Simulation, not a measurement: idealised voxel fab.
process module | voxel self aligned vias
cross-section cut | 285 nm wide | cells 5 nm
A cross-section is a grid of square cells, given in bands from the top down. A band is one or more rows of cells.
Each band's line starts with the height of the band's top and of its bottom, in nm. Then come its materials from left to right, each with its width in nm. One material with "throughout" fills the band from edge to edge. "air" is empty space.
Height 0 is the level under which the wafer as received is all one material. The lowest band goes on downwards, as in "0 down".
A width such as "30 to 40" changes by the same amount from each row of cells to the next, from the band's top row to its bottom row.
"no change" after a step means that no cell of the cross-section changed.
closed voids: empty space of 8 cells or more with no open way to the top, each as width x height at its distance from the left edge, in nm
after a step's settings: what the simulator itself notes on the step
overlay nm, on a step with a mask: how far to the right of its planned place the mask lay; to the left if negative
plan
1 op RECEIVE | material Si
2 op CONFORMAL_DEP | material SiO2 | thk nm 10
3 op CONFORMAL_DEP | material SiCN | thk nm 5
4 op DIRECTIONAL_DEP | material lowk | thk nm 20
5 op DIRECTIONAL_DEP | material aC | thk nm 15
6 op PATTERN | tone open | mask id LINES | material resist | width nm 25 | pitch nm 55 | thk nm 35 | overlay nm 0
7 op DIRECTIONAL_ETCH | etch materials aC | depth nm 15
8 op STRIP | etch materials resist
9 op DIRECTIONAL_ETCH | etch materials lowk | depth nm 20
10 op STRIP | etch materials aC
11 op CONFORMAL_DEP | material TiN | thk nm 5
12 op FILL_DEP | material Ru | thk nm 10
13 op CMP | height nm 35
14 op SELECTIVE_ETCH | etch materials W Ru TiN | depth nm 10
15 op FILL_DEP | material SiN | thk nm 10
16 op CMP | height nm 35
17 op DIRECTIONAL_DEP | material lowk | thk nm 15
18 op DIRECTIONAL_DEP | material aC | thk nm 15
19 op PATTERN | tone open | mask id VIAS | material resist | width nm 35 | pitch nm 110 | thk nm 35 | overlay nm 0
20 op DIRECTIONAL_ETCH | etch materials aC | depth nm 15
21 op STRIP | etch materials resist
22 op DIRECTIONAL_ETCH | etch materials lowk | depth nm 15
23 op DIRECTIONAL_ETCH | etch materials SiN | depth nm 10
24 op STRIP | etch materials aC
25 op CONFORMAL_DEP | material TiN | thk nm 5
26 op FILL_DEP | material W | thk nm 10
27 op CMP | height nm 50
28 op CONFORMAL_DEP | material SiN | thk nm 5
first wafer, as planned
as received, after step 1
  0 down: Si throughout
  closed voids: none
after step 2
  10 to 0: SiO2 throughout
  below 0: unchanged
after step 3
  15 to 10: SiCN throughout
  below 10: unchanged
after step 4
  35 to 15: lowk throughout
  below 15: unchanged
after step 5
  50 to 35: aC throughout
  below 35: unchanged
after step 6
  85 to 50: resist 75 | air 25 | resist 30 | air 25 | resist 30 | air 25 | resist 75
  below 50: unchanged
after step 7
  70 to 50: resist 75 | air 25 | resist 30 | air 25 | resist 30 | air 25 | resist 75
  50 to 35: aC 75 | air 25 | aC 30 | air 25 | aC 30 | air 25 | aC 75
  below 35: unchanged
after step 8
  50 to 35: aC 75 | air 25 | aC 30 | air 25 | aC 30 | air 25 | aC 75
  below 35: unchanged
after step 9
  50 to 35: aC 75 | air 25 | aC 30 | air 25 | aC 30 | air 25 | aC 75
  35 to 15: lowk 75 | air 25 | lowk 30 | air 25 | lowk 30 | air 25 | lowk 75
  below 15: unchanged
after step 10
  35 to 15: lowk 75 | air 25 | lowk 30 | air 25 | lowk 30 | air 25 | lowk 75
  below 15: unchanged
after step 11
  40 to 35: TiN 80 | air 15 | TiN 40 | air 15 | TiN 40 | air 15 | TiN 80
  35 to 20: lowk 75 | TiN 5 | air 15 | TiN 5 | lowk 30 | TiN 5 | air 15 | TiN 5 | lowk 30 | TiN 5 | air 15 | TiN 5 | lowk 75
  20 to 15: lowk 75 | TiN 25 | lowk 30 | TiN 25 | lowk 30 | TiN 25 | lowk 75
  below 15: unchanged
after step 12
  50 to 40: Ru throughout
  40 to 35: TiN 80 | Ru 15 | TiN 40 | Ru 15 | TiN 40 | Ru 15 | TiN 80
  35 to 20: lowk 75 | TiN 5 | Ru 15 | TiN 5 | lowk 30 | TiN 5 | Ru 15 | TiN 5 | lowk 30 | TiN 5 | Ru 15 | TiN 5 | lowk 75
  below 20: unchanged
after step 13
  35 to 20: lowk 75 | TiN 5 | Ru 15 | TiN 5 | lowk 30 | TiN 5 | Ru 15 | TiN 5 | lowk 30 | TiN 5 | Ru 15 | TiN 5 | lowk 75
  below 20: unchanged
after step 14
  35 to 25: lowk 75 | air 25 | lowk 30 | air 25 | lowk 30 | air 25 | lowk 75
  below 25: unchanged
after step 15
  45 to 35: SiN throughout
  35 to 25: lowk 75 | SiN 25 | lowk 30 | SiN 25 | lowk 30 | SiN 25 | lowk 75
  below 25: unchanged
after step 16
  35 to 25: lowk 75 | SiN 25 | lowk 30 | SiN 25 | lowk 30 | SiN 25 | lowk 75
  below 25: unchanged
after step 17
  50 to 35: lowk throughout
  below 35: unchanged
after step 18
  65 to 50: aC throughout
  below 50: unchanged
after step 19
  100 to 65: resist 70 | air 35 | resist 75 | air 35 | resist 70
  below 65: unchanged
after step 20
  85 to 65: resist 70 | air 35 | resist 75 | air 35 | resist 70
  65 to 50: aC 70 | air 35 | aC 75 | air 35 | aC 70
  below 50: unchanged
after step 21
  65 to 50: aC 70 | air 35 | aC 75 | air 35 | aC 70
  below 50: unchanged
after step 22
  65 to 50: aC 70 | air 35 | aC 75 | air 35 | aC 70
  50 to 35: lowk 70 | air 35 | lowk 75 | air 35 | lowk 70
  below 35: unchanged
after step 23
  65 to 50: aC 70 | air 35 | aC 75 | air 35 | aC 70
  50 to 35: lowk 70 | air 35 | lowk 75 | air 35 | lowk 70
  35 to 25: lowk 75 | air 25 | lowk 30 | SiN 25 | lowk 30 | air 25 | lowk 75
  below 25: unchanged
after step 24
  50 to 35: lowk 70 | air 35 | lowk 75 | air 35 | lowk 70
  below 35: unchanged
after step 25
  55 to 50: TiN 75 | air 25 | TiN 85 | air 25 | TiN 75
  50 to 40: lowk 70 | TiN 5 | air 25 | TiN 5 | lowk 75 | TiN 5 | air 25 | TiN 5 | lowk 70
  40 to 35: lowk 70 | TiN 10 | air 15 | TiN 10 | lowk 75 | TiN 10 | air 15 | TiN 10 | lowk 70
  35 to 30: lowk 75 | TiN 5 | air 15 | TiN 5 | lowk 30 | SiN 25 | lowk 30 | TiN 5 | air 15 | TiN 5 | lowk 75
  30 to 25: lowk 75 | TiN 25 | lowk 30 | SiN 25 | lowk 30 | TiN 25 | lowk 75
  below 25: unchanged
after step 26
  65 to 55: W throughout
  55 to 50: TiN 75 | W 25 | TiN 85 | W 25 | TiN 75
  50 to 40: lowk 70 | TiN 5 | W 25 | TiN 5 | lowk 75 | TiN 5 | W 25 | TiN 5 | lowk 70
  40 to 35: lowk 70 | TiN 10 | W 15 | TiN 10 | lowk 75 | TiN 10 | W 15 | TiN 10 | lowk 70
  35 to 30: lowk 75 | TiN 5 | W 15 | TiN 5 | lowk 30 | SiN 25 | lowk 30 | TiN 5 | W 15 | TiN 5 | lowk 75
  below 30: unchanged
after step 27
  50 to 40: lowk 70 | TiN 5 | W 25 | TiN 5 | lowk 75 | TiN 5 | W 25 | TiN 5 | lowk 70
  below 40: unchanged
after step 28
  55 to 50: SiN throughout
  below 50: unchanged
second wafer: like start, like plan, one mistake. Through step 5 it matches the first wafer
when step 6 should have ended
  85 to 50: air 75 | resist 25 | air 30 | resist 25 | air 30 | resist 25 | air 75
  below 50: unchanged
when step 7 should have ended
  70 to 50: air 75 | resist 25 | air 30 | resist 25 | air 30 | resist 25 | air 75
  50 to 35: air 75 | aC 25 | air 30 | aC 25 | air 30 | aC 25 | air 75
  below 35: unchanged
when step 8 should have ended
  50 to 35: air 75 | aC 25 | air 30 | aC 25 | air 30 | aC 25 | air 75
  below 35: unchanged
when step 9 should have ended
  50 to 35: air 75 | aC 25 | air 30 | aC 25 | air 30 | aC 25 | air 75
  35 to 15: air 75 | lowk 25 | air 30 | lowk 25 | air 30 | lowk 25 | air 75
  below 15: unchanged
when step 10 should have ended
  35 to 15: air 75 | lowk 25 | air 30 | lowk 25 | air 30 | lowk 25 | air 75
  below 15: unchanged
when step 11 should have ended
  40 to 35: air 70 | TiN 35 | air 20 | TiN 35 | air 20 | TiN 35 | air 70
  35 to 20: air 70 | TiN 5 | lowk 25 | TiN 5 | air 20 | TiN 5 | lowk 25 | TiN 5 | air 20 | TiN 5 | lowk 25 | TiN 5 | air 70
  20 to 15: TiN 75 | lowk 25 | TiN 30 | lowk 25 | TiN 30 | lowk 25 | TiN 75
  below 15: unchanged
when step 12 should have ended
  50 to 40: Ru throughout
  40 to 35: Ru 70 | TiN 35 | Ru 20 | TiN 35 | Ru 20 | TiN 35 | Ru 70
  35 to 20: Ru 70 | TiN 5 | lowk 25 | TiN 5 | Ru 20 | TiN 5 | lowk 25 | TiN 5 | Ru 20 | TiN 5 | lowk 25 | TiN 5 | Ru 70
  below 20: unchanged
when step 13 should have ended
  35 to 20: Ru 70 | TiN 5 | lowk 25 | TiN 5 | Ru 20 | TiN 5 | lowk 25 | TiN 5 | Ru 20 | TiN 5 | lowk 25 | TiN 5 | Ru 70
  below 20: unchanged
when step 14 should have ended
  35 to 25: air 75 | lowk 25 | air 30 | lowk 25 | air 30 | lowk 25 | air 75
  below 25: unchanged
when step 15 should have ended
  45 to 35: SiN throughout
  35 to 25: SiN 75 | lowk 25 | SiN 30 | lowk 25 | SiN 30 | lowk 25 | SiN 75
  below 25: unchanged
when step 16 should have ended
  35 to 25: SiN 75 | lowk 25 | SiN 30 | lowk 25 | SiN 30 | lowk 25 | SiN 75
  below 25: unchanged
when step 17 should have ended
  50 to 35: lowk throughout
  below 35: unchanged
when step 18 should have ended
  65 to 50: aC throughout
  below 50: unchanged
when step 19 should have ended
  100 to 65: resist 70 | air 35 | resist 75 | air 35 | resist 70
  below 65: unchanged
when step 20 should have ended
  85 to 65: resist 70 | air 35 | resist 75 | air 35 | resist 70
  65 to 50: aC 70 | air 35 | aC 75 | air 35 | aC 70
  below 50: unchanged
when step 21 should have ended
  65 to 50: aC 70 | air 35 | aC 75 | air 35 | aC 70
  below 50: unchanged
when step 22 should have ended
  65 to 50: aC 70 | air 35 | aC 75 | air 35 | aC 70
  50 to 35: lowk 70 | air 35 | lowk 75 | air 35 | lowk 70
  below 35: unchanged
when step 23 should have ended
  65 to 50: aC 70 | air 35 | aC 75 | air 35 | aC 70
  50 to 35: lowk 70 | air 35 | lowk 75 | air 35 | lowk 70
  35 to 25: SiN 70 | air 5 | lowk 25 | air 5 | SiN 25 | lowk 25 | SiN 25 | air 5 | lowk 25 | air 5 | SiN 70
  below 25: unchanged
when step 24 should have ended
  50 to 35: lowk 70 | air 35 | lowk 75 | air 35 | lowk 70
  below 35: unchanged
when step 25 should have ended
  55 to 50: TiN 75 | air 25 | TiN 85 | air 25 | TiN 75
  50 to 40: lowk 70 | TiN 5 | air 25 | TiN 5 | lowk 75 | TiN 5 | air 25 | TiN 5 | lowk 70
  40 to 35: lowk 70 | TiN 35 | lowk 75 | TiN 35 | lowk 70
  35 to 25: SiN 70 | TiN 5 | lowk 25 | TiN 5 | SiN 25 | lowk 25 | SiN 25 | TiN 5 | lowk 25 | TiN 5 | SiN 70
  below 25: unchanged
when step 26 should have ended
  65 to 55: W throughout
  55 to 50: TiN 75 | W 25 | TiN 85 | W 25 | TiN 75
  50 to 40: lowk 70 | TiN 5 | W 25 | TiN 5 | lowk 75 | TiN 5 | W 25 | TiN 5 | lowk 70
  below 40: unchanged
when step 27 should have ended
  50 to 40: lowk 70 | TiN 5 | W 25 | TiN 5 | lowk 75 | TiN 5 | W 25 | TiN 5 | lowk 70
  below 40: unchanged
when step 28 should have ended
  55 to 50: SiN throughout
  below 50: unchanged
what went wrong: step 6 ran as: op PATTERN | tone cover | mask id LINES | material resist | width nm 25 | pitch nm 55 | thk nm 35 | overlay nm 0
at the end the second wafer has, in cells: 27 more of Ru | 66 more of SiN | 27 more of TiN | 12 fewer of W | 108 fewer of lowk
